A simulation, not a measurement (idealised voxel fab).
The process module that follows is named voxel gate over fins.
The cross-section on display is named cut; it measures 205 nm wide, and its cells are 5 nm squares.
When this document writes out a cross-section, it uses a grid of square cells and lists it as bands, beginning at the top and moving down, with a band standing for one or more rows of cells. Top, bottom (nm), then materials left to right with widths (nm); lone material tagged "edge to edge" fills the whole band edge to edge; "empty" = empty space. Heights are measured from 0, the level below which the as-received wafer is all one material; the lowest band has no bottom and continues downward, written as in "top 0, no bottom". A width such as "30 to 40" changes by the same amount from each row of cells to the next, from the band's top row to its bottom row. The designation "remains unaltered", where it is given for a processing step, indicates that no cell of the cross-section was altered in the course of that step. Look at "Catalogued sealed voids" for the closed voids: empty spaces with no open path to the top, sized 8 cells or up. Each is width x height at distance, distance from the left edge, all nm. Where a step's line continues beyond its settings, the continuation is a remark by the simulator itself on that step. "overlay nm" denotes, for a step that has a mask, the displacement of the mask to the right of its planned place, with negative values corresponding to the left.
### Steps planned for the process
1 RECEIVE, material Si
2 CONFORMAL_DEP, material SiN, thk nm 5
3 DIRECTIONAL_DEP, material aC, thk nm 15
4 PATTERN, tone cover, mask id FINS, material resist, width nm 15, pitch nm 40, thk nm 30, overlay nm 0
5 DIRECTIONAL_ETCH, etch materials aC, depth nm 15
6 STRIP, etch materials resist
7 DIRECTIONAL_ETCH, etch materials SiN, depth nm 5
8 DIRECTIONAL_ETCH, etch materials Si, depth nm 30
9 STRIP, etch materials aC
10 FILL_DEP, material SiO2, thk nm 10
11 CMP, height nm 5
12 SELECTIVE_ETCH, etch materials SiO2, depth nm 20
13 STRIP, etch materials SiN
14 CONFORMAL_DEP, material HfO2, thk nm 5
15 CONFORMAL_DEP, material TiN, thk nm 5
16 CONFORMAL_DEP, material TiAl, thk nm 5
17 CONFORMAL_DEP, material TiN, thk nm 5
18 FILL_DEP, material W, thk nm 10
19 CMP, height nm 25
20 CONFORMAL_DEP, material SiCN, thk nm 5
### Concerning the first of two wafers, which was run in accordance with the plan
### The cross-section here shows the wafer as received, i.e. in its state after step 1
    top 0, no bottom | Si edge to edge
    Catalogued sealed voids: none
### Cross-section: wafer state after step 2
    top 5, bottom 0 | SiN edge to edge
    Under 0: no change, same as before.
### Cross-section: wafer state after step 3
    top 20, bottom 5 | aC edge to edge
    Under 5: no change, same as before.
### Cross-section: wafer state after step 4
    top 50, bottom 20 | empty: 35, resist: 15, empty: 25, resist: 15, empty: 25, resist: 15, empty: 25, resist: 15, empty: 35
    Under 20: no change, same as before.
### Cross-section: wafer state after step 5
    top 35, bottom 20 | empty: 35, resist: 15, empty: 25, resist: 15, empty: 25, resist: 15, empty: 25, resist: 15, empty: 35
    top 20, bottom 5 | empty: 35, aC: 15, empty: 25, aC: 15, empty: 25, aC: 15, empty: 25, aC: 15, empty: 35
    Under 5: no change, same as before.
### Cross-section: wafer state after step 6
    top 20, bottom 5 | empty: 35, aC: 15, empty: 25, aC: 15, empty: 25, aC: 15, empty: 25, aC: 15, empty: 35
    Under 5: no change, same as before.
### Cross-section: wafer state after step 7
    top 20, bottom 5 | empty: 35, aC: 15, empty: 25, aC: 15, empty: 25, aC: 15, empty: 25, aC: 15, empty: 35
    top 5, bottom 0 | empty: 35, SiN: 15, empty: 25, SiN: 15, empty: 25, SiN: 15, empty: 25, SiN: 15, empty: 35
    Under 0: no change, same as before.
### Cross-section: wafer state after step 8
    top 20, bottom 5 | empty: 35, aC: 15, empty: 25, aC: 15, empty: 25, aC: 15, empty: 25, aC: 15, empty: 35
    top 5, bottom 0 | empty: 35, SiN: 15, empty: 25, SiN: 15, empty: 25, SiN: 15, empty: 25, SiN: 15, empty: 35
    top 0, bottom -30 | empty: 35, Si: 15, empty: 25, Si: 15, empty: 25, Si: 15, empty: 25, Si: 15, empty: 35
    Under -30: no change, same as before.
### Cross-section: wafer state after step 9
    top 5, bottom 0 | empty: 35, SiN: 15, empty: 25, SiN: 15, empty: 25, SiN: 15, empty: 25, SiN: 15, empty: 35
    Under 0: no change, same as before.
### Cross-section: wafer state after step 10
    top 15, bottom 5 | SiO2 edge to edge
    top 5, bottom 0 | SiO2: 35, SiN: 15, SiO2: 25, SiN: 15, SiO2: 25, SiN: 15, SiO2: 25, SiN: 15, SiO2: 35
    top 0, bottom -30 | SiO2: 35, Si: 15, SiO2: 25, Si: 15, SiO2: 25, Si: 15, SiO2: 25, Si: 15, SiO2: 35
    Under -30: no change, same as before.
### Cross-section: wafer state after step 11
    top 5, bottom 0 | SiO2: 35, SiN: 15, SiO2: 25, SiN: 15, SiO2: 25, SiN: 15, SiO2: 25, SiN: 15, SiO2: 35
    Under 0: no change, same as before.
### Cross-section: wafer state after step 12
    top 5, bottom 0 | empty: 35, SiN: 15, empty: 25, SiN: 15, empty: 25, SiN: 15, empty: 25, SiN: 15, empty: 35
    top 0, bottom -15 | empty: 35, Si: 15, empty: 25, Si: 15, empty: 25, Si: 15, empty: 25, Si: 15, empty: 35
    Under -15: no change, same as before.
### Cross-section: wafer state after step 13
    top 0, bottom -15 | empty: 35, Si: 15, empty: 25, Si: 15, empty: 25, Si: 15, empty: 25, Si: 15, empty: 35
    Under -15: no change, same as before.
### Cross-section: wafer state after step 14
    top 5, bottom 0 | empty: 30, HfO2: 25, empty: 15, HfO2: 25, empty: 15, HfO2: 25, empty: 15, HfO2: 25, empty: 30
    top 0, bottom -10 | empty: 30, HfO2: 5, Si: 15, HfO2: 5, empty: 15, HfO2: 5, Si: 15, HfO2: 5, empty: 15, HfO2: 5, Si: 15, HfO2: 5, empty: 15, HfO2: 5, Si: 15, HfO2: 5, empty: 30
    top -10, bottom -15 | HfO2: 35, Si: 15, HfO2: 25, Si: 15, HfO2: 25, Si: 15, HfO2: 25, Si: 15, HfO2: 35
    Under -15: no change, same as before.
### Cross-section: wafer state after step 15
    top 10, bottom 5 | empty: 25, TiN: 35, empty: 5, TiN: 35, empty: 5, TiN: 35, empty: 5, TiN: 35, empty: 25
    top 5, bottom 0 | empty: 25, TiN: 5, HfO2: 25, TiN: 5, empty: 5, TiN: 5, HfO2: 25, TiN: 5, empty: 5, TiN: 5, HfO2: 25, TiN: 5, empty: 5, TiN: 5, HfO2: 25, TiN: 5, empty: 25
    top 0, bottom -5 | empty: 25, TiN: 5, HfO2: 5, Si: 15, HfO2: 5, TiN: 5, empty: 5, TiN: 5, HfO2: 5, Si: 15, HfO2: 5, TiN: 5, empty: 5, TiN: 5, HfO2: 5, Si: 15, HfO2: 5, TiN: 5, empty: 5, TiN: 5, HfO2: 5, Si: 15, HfO2: 5, TiN: 5, empty: 25
    top -5, bottom -10 | TiN: 30, HfO2: 5, Si: 15, HfO2: 5, TiN: 15, HfO2: 5, Si: 15, HfO2: 5, TiN: 15, HfO2: 5, Si: 15, HfO2: 5, TiN: 15, HfO2: 5, Si: 15, HfO2: 5, TiN: 30
    Under -10: no change, same as before.
### Cross-section: wafer state after step 16
    top 15, bottom 10 | empty: 20, TiAl: 165, empty: 20
    top 10, bottom 5 | empty: 20, TiAl: 5, TiN: 35, TiAl: 5, TiN: 35, TiAl: 5, TiN: 35, TiAl: 5, TiN: 35, TiAl: 5, empty: 20
    top 5, bottom 0 | empty: 20, TiAl: 5, TiN: 5, HfO2: 25, TiN: 5, TiAl: 5, TiN: 5, HfO2: 25, TiN: 5, TiAl: 5, TiN: 5, HfO2: 25, TiN: 5, TiAl: 5, TiN: 5, HfO2: 25, TiN: 5, TiAl: 5, empty: 20
    top 0, bottom -5 | TiAl: 25, TiN: 5, HfO2: 5, Si: 15, HfO2: 5, TiN: 5, TiAl: 5, TiN: 5, HfO2: 5, Si: 15, HfO2: 5, TiN: 5, TiAl: 5, TiN: 5, HfO2: 5, Si: 15, HfO2: 5, TiN: 5, TiAl: 5, TiN: 5, HfO2: 5, Si: 15, HfO2: 5, TiN: 5, TiAl: 25
    Under -5: no change, same as before.
### Cross-section: wafer state after step 17
    top 20, bottom 15 | empty: 15, TiN: 175, empty: 15
    top 15, bottom 10 | empty: 15, TiN: 5, TiAl: 165, TiN: 5, empty: 15
    top 10, bottom 5 | empty: 15, TiN: 5, TiAl: 5, TiN: 35, TiAl: 5, TiN: 35, TiAl: 5, TiN: 35, TiAl: 5, TiN: 35, TiAl: 5, TiN: 5, empty: 15
    top 5, bottom 0 | TiN: 20, TiAl: 5, TiN: 5, HfO2: 25, TiN: 5, TiAl: 5, TiN: 5, HfO2: 25, TiN: 5, TiAl: 5, TiN: 5, HfO2: 25, TiN: 5, TiAl: 5, TiN: 5, HfO2: 25, TiN: 5, TiAl: 5, TiN: 20
    Under 0: no change, same as before.
### Cross-section: wafer state after step 18
    top 30, bottom 20 | W edge to edge
    top 20, bottom 15 | W: 15, TiN: 175, W: 15
    top 15, bottom 10 | W: 15, TiN: 5, TiAl: 165, TiN: 5, W: 15
    top 10, bottom 5 | W: 15, TiN: 5, TiAl: 5, TiN: 35, TiAl: 5, TiN: 35, TiAl: 5, TiN: 35, TiAl: 5, TiN: 35, TiAl: 5, TiN: 5, W: 15
    Under 5: no change, same as before.
### Cross-section: wafer state after step 19
    top 25, bottom 20 | W edge to edge
    Under 20: no change, same as before.
### Cross-section: wafer state after step 20
    top 30, bottom 25 | SiCN edge to edge
    Under 25: no change, same as before.
### Regarding the second of the two wafers: it shared the first wafer's starting condition and process plan, yet one error occurred during its execution. Its history coincides with that of the first wafer up to and including step 14
Cross-sectional representation of the second wafer at the time designated in the plan for the completion of step 15: remains unaltered
### Cross-sectional representation of the second wafer at the time designated in the plan for the completion of step 16
    top 10, bottom 5 | empty: 25, TiAl: 35, empty: 5, TiAl: 35, empty: 5, TiAl: 35, empty: 5, TiAl: 35, empty: 25
    top 5, bottom 0 | empty: 25, TiAl: 5, HfO2: 25, TiAl: 5, empty: 5, TiAl: 5, HfO2: 25, TiAl: 5, empty: 5, TiAl: 5, HfO2: 25, TiAl: 5, empty: 5, TiAl: 5, HfO2: 25, TiAl: 5, empty: 25
    top 0, bottom -5 | empty: 25, TiAl: 5, HfO2: 5, Si: 15, HfO2: 5, TiAl: 5, empty: 5, TiAl: 5, HfO2: 5, Si: 15, HfO2: 5, TiAl: 5, empty: 5, TiAl: 5, HfO2: 5, Si: 15, HfO2: 5, TiAl: 5, empty: 5, TiAl: 5, HfO2: 5, Si: 15, HfO2: 5, TiAl: 5, empty: 25
    top -5, bottom -10 | TiAl: 30, HfO2: 5, Si: 15, HfO2: 5, TiAl: 15, HfO2: 5, Si: 15, HfO2: 5, TiAl: 15, HfO2: 5, Si: 15, HfO2: 5, TiAl: 15, HfO2: 5, Si: 15, HfO2: 5, TiAl: 30
    Under -10: no change, same as before.
### Cross-sectional representation of the second wafer at the time designated in the plan for the completion of step 17
    top 15, bottom 10 | empty: 20, TiN: 165, empty: 20
    top 10, bottom 5 | empty: 20, TiN: 5, TiAl: 35, TiN: 5, TiAl: 35, TiN: 5, TiAl: 35, TiN: 5, TiAl: 35, TiN: 5, empty: 20
    top 5, bottom 0 | empty: 20, TiN: 5, TiAl: 5, HfO2: 25, TiAl: 5, TiN: 5, TiAl: 5, HfO2: 25, TiAl: 5, TiN: 5, TiAl: 5, HfO2: 25, TiAl: 5, TiN: 5, TiAl: 5, HfO2: 25, TiAl: 5, TiN: 5, empty: 20
    top 0, bottom -5 | TiN: 25, TiAl: 5, HfO2: 5, Si: 15, HfO2: 5, TiAl: 5, TiN: 5, TiAl: 5, HfO2: 5, Si: 15, HfO2: 5, TiAl: 5, TiN: 5, TiAl: 5, HfO2: 5, Si: 15, HfO2: 5, TiAl: 5, TiN: 5, TiAl: 5, HfO2: 5, Si: 15, HfO2: 5, TiAl: 5, TiN: 25
    Under -5: no change, same as before.
### Cross-sectional representation of the second wafer at the time designated in the plan for the completion of step 18
    top 25, bottom 15 | W edge to edge
    top 15, bottom 10 | W: 20, TiN: 165, W: 20
    top 10, bottom 5 | W: 20, TiN: 5, TiAl: 35, TiN: 5, TiAl: 35, TiN: 5, TiAl: 35, TiN: 5, TiAl: 35, TiN: 5, W: 20
    top 5, bottom 0 | W: 20, TiN: 5, TiAl: 5, HfO2: 25, TiAl: 5, TiN: 5, TiAl: 5, HfO2: 25, TiAl: 5, TiN: 5, TiAl: 5, HfO2: 25, TiAl: 5, TiN: 5, TiAl: 5, HfO2: 25, TiAl: 5, TiN: 5, W: 20
    Under 0: no change, same as before.
Cross-sectional representation of the second wafer at the time designated in the plan for the completion of step 19: remains unaltered
### Cross-sectional representation of the second wafer at the time designated in the plan for the completion of step 20
    top 30, bottom 25 | SiCN edge to edge
    Under 25: no change, same as before.
Deviation from plan: not run: step 15 of the plan (skipped)
Per the end-of-run cell counts, the second wafer holds more or fewer of some materials than the first: 9 more of TiAl | 56 fewer of TiN | 47 more of W
